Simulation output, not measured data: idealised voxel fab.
The document below concerns the process module designated voxel spacer lines.
It is cross-section cut that appears here, measuring 185 nm in width, its square cells being 5 nm in size.
Think of the cross-section as a grid of square cells. We describe it in bands, top to bottom, and each band covers one or more rows of those cells.
Band entry format. Leading values: height of top, height of bottom, nm. Remainder: materials in left-to-right order, each with its width in nm. Special words: "everywhere" on a single material, which then fills the band edge to edge; "air", empty space.
Basically, 0 is our baseline, since under it the wafer straight out of the box is all one material. The bottom band has no lower end and keeps on going down, so it looks like "0 -> down".
A two-number width, for instance "30->40", indicates that the width is equal to the first number in the top row of the band and to the second number in the bottom row, and that it changes by a constant amount per row of cells.
Reading "no change occurred" for a step: not a cell of the cross-section changed in it.
What "Closed-off voids" gives you is every empty space of 8 cells or more that is cut off from the top. Each appears as width x height at distance, with the distance taken from the left edge and width, height and distance all in nm.
What comes after the settings on a step's line is commentary from the simulator itself on that step.
A step's line can hold "overlay nm"; with a mask on that step, the setting says how far right of the planned place the mask lay, while a negative setting says it lay to the left.
[Steps planned for the process]
1 RECEIVE,material Si
2 CONFORMAL_DEP,material Al2O3,thk nm 10
3 DIRECTIONAL_DEP,material W,thk nm 15
4 DIRECTIONAL_DEP,material aC,thk nm 20
5 PATTERN,tone cover,mask id MANDREL,material resist,width nm 15,pitch nm 50,thk nm 30,overlay nm 0
6 DIRECTIONAL_ETCH,etch materials aC,depth nm 20
7 STRIP,etch materials resist
8 CONFORMAL_DEP,material SiN,thk nm 10
9 DIRECTIONAL_ETCH,etch materials SiN,depth nm 10
10 STRIP,etch materials aC
11 DIRECTIONAL_ETCH,etch materials W,depth nm 15
12 STRIP,etch materials SiN
13 FILL_DEP,material SiO2,thk nm 10
14 CMP,height nm 25
[Delivered wafer in cross-section: state after step 1]
0 -> down = Si everywhere
Closed-off voids: none
[End state of the module in cross-section, given the above starting point and plan and one mistake in execution]
25 -> 10 = aC everywhere
10 -> 0 = Al2O3 everywhere
0 -> down = Si everywhere
Closed-off voids: none
Nonconformance to the process plan: deviation from plan: step 4 and step 3 executed in one another's positions
